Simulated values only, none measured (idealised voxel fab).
Process module heading - voxel gate over fins
For reference, the cross-section in this document is cut, with width 165 nm and square cells of 5 nm.
We lay out every cross-section as a grid of square cells and spell it out in bands from the top down, where one band means one or more rows of cells.
Band: top height; bottom height; in nm. Then, left to right: material with width in nm, for each material. "edge to edge": a single material spanning edge to edge. "empty": empty space.
Height 0 is the level under which the wafer as received is all one material. The lowest band goes on downwards, as in "0 nm and below".
Per-row width for "30..40": begins at first number (top row of band), ends at second number (bottom row), increment between rows held constant.
"no change occurred" -> step changed no cross-section cell.
"Fully sealed voids" enumerates empty spaces isolated from the top, with no open way to it, that contain at least 8 cells, giving each as width x height at distance from the left edge, all three in nm.
Where a step's line continues beyond its settings, the continuation is a remark by the simulator itself on that step.
What "overlay nm" on a step's line means: if the step has a mask, that mask lay this far to the right of its planned place, or, when the value is negative, to the left.

Listed below are the process steps as planned
1,op RECEIVE | material Si
2,op CONFORMAL_DEP | material SiN | thk nm 5
3,op PATTERN | tone cover | mask id FINS | material resist | width nm 15 | pitch nm 45 | thk nm 20 | overlay nm 0
4,op DIRECTIONAL_ETCH | etch materials SiN | depth nm 5
5,op DIRECTIONAL_ETCH | etch materials Si | depth nm 30
6,op STRIP | etch materials resist
7,op FILL_DEP | material SiO2 | thk nm 15
8,op CMP | height nm 5
9,op SELECTIVE_ETCH | etch materials SiO2 | depth nm 20
10,op STRIP | etch materials SiN
11,op CONFORMAL_DEP | material HfO2 | thk nm 5
12,op CONFORMAL_DEP | material TiN | thk nm 5
13,op CONFORMAL_DEP | material TiAl | thk nm 5
14,op CONFORMAL_DEP | material TiN | thk nm 5
15,op FILL_DEP | material W | thk nm 10
16,op CMP | height nm 25
17,op CONFORMAL_DEP | material SiCN | thk nm 10

Cross-section of the wafer at receipt, which is the condition after step 1
- 0 nm and below = Si edge to edge
- Fully sealed voids: none

Sectioned view, first of two wafers, at the close of the module, processed as intended in the plan
- 35 nm to 25 nm = SiCN edge to edge
- 25 nm to 20 nm = W edge to edge
- 20 nm to 15 nm = W=30, then TiN=100, then W=35
- 15 nm to 10 nm = W=30, then TiN=5, then TiAl=90, then TiN=5, then W=35
- 10 nm to 5 nm = W=30, then TiN=5, then TiAl=5, then TiN=35, then TiAl=10, then TiN=35, then TiAl=5, then TiN=5, then W=35
- 5 nm to 0 nm = TiN=35, then TiAl=5, then TiN=5, then HfO2=25, then TiN=5, then TiAl=10, then TiN=5, then HfO2=25, then TiN=5, then TiAl=5, then TiN=40
- 0 nm to -5 nm = TiAl=40, then TiN=5, then HfO2=5, then Si=15, then HfO2=5, then TiN=5, then TiAl=10, then TiN=5, then HfO2=5, then Si=15, then HfO2=5, then TiN=5, then TiAl=45
- -5 nm to -10 nm = TiN=45, then HfO2=5, then Si=15, then HfO2=5, then TiN=20, then HfO2=5, then Si=15, then HfO2=5, then TiN=50
- -10 nm to -15 nm = HfO2=50, then Si=15, then HfO2=30, then Si=15, then HfO2=55
- -15 nm to -30 nm = SiO2=50, then Si=15, then SiO2=30, then Si=15, then SiO2=55
- -30 nm and below = Si edge to edge
- Fully sealed voids: none

Same start, same plan as the first wafer - but one mistake in the run. Cross-section of the second of the two at the end of the module
- 35 nm to 25 nm = SiCN edge to edge
- 25 nm to 20 nm = W edge to edge
- 20 nm to 15 nm = W=25, then TiN=100, then W=40
- 15 nm to 10 nm = W=25, then TiN=5, then TiAl=90, then TiN=5, then W=40
- 10 nm to 5 nm = W=25, then TiN=5, then TiAl=5, then TiN=35, then TiAl=10, then TiN=35, then TiAl=5, then TiN=5, then W=40
- 5 nm to 0 nm = TiN=30, then TiAl=5, then TiN=5, then HfO2=25, then TiN=5, then TiAl=10, then TiN=5, then HfO2=25, then TiN=5, then TiAl=5, then TiN=45
- 0 nm to -5 nm = TiAl=35, then TiN=5, then HfO2=5, then Si=15, then HfO2=5, then TiN=5, then TiAl=10, then TiN=5, then HfO2=5, then Si=15, then HfO2=5, then TiN=5, then TiAl=50
- -5 nm to -10 nm = TiN=40, then HfO2=5, then Si=15, then HfO2=5, then TiN=20, then HfO2=5, then Si=15, then HfO2=5, then TiN=55
- -10 nm to -15 nm = HfO2=45, then Si=15, then HfO2=30, then Si=15, then HfO2=60
- -15 nm to -30 nm = SiO2=45, then Si=15, then SiO2=30, then Si=15, then SiO2=60
- -30 nm and below = Si edge to edge
- Fully sealed voids: none
Plan not followed: step 3 was not run as planned; what actually ran was op PATTERN | tone cover | mask id FINS | material resist | width nm 15 | pitch nm 45 | thk nm 20 | overlay nm -5
Final wafers compared: equal cell tally per material, rearranged layout.
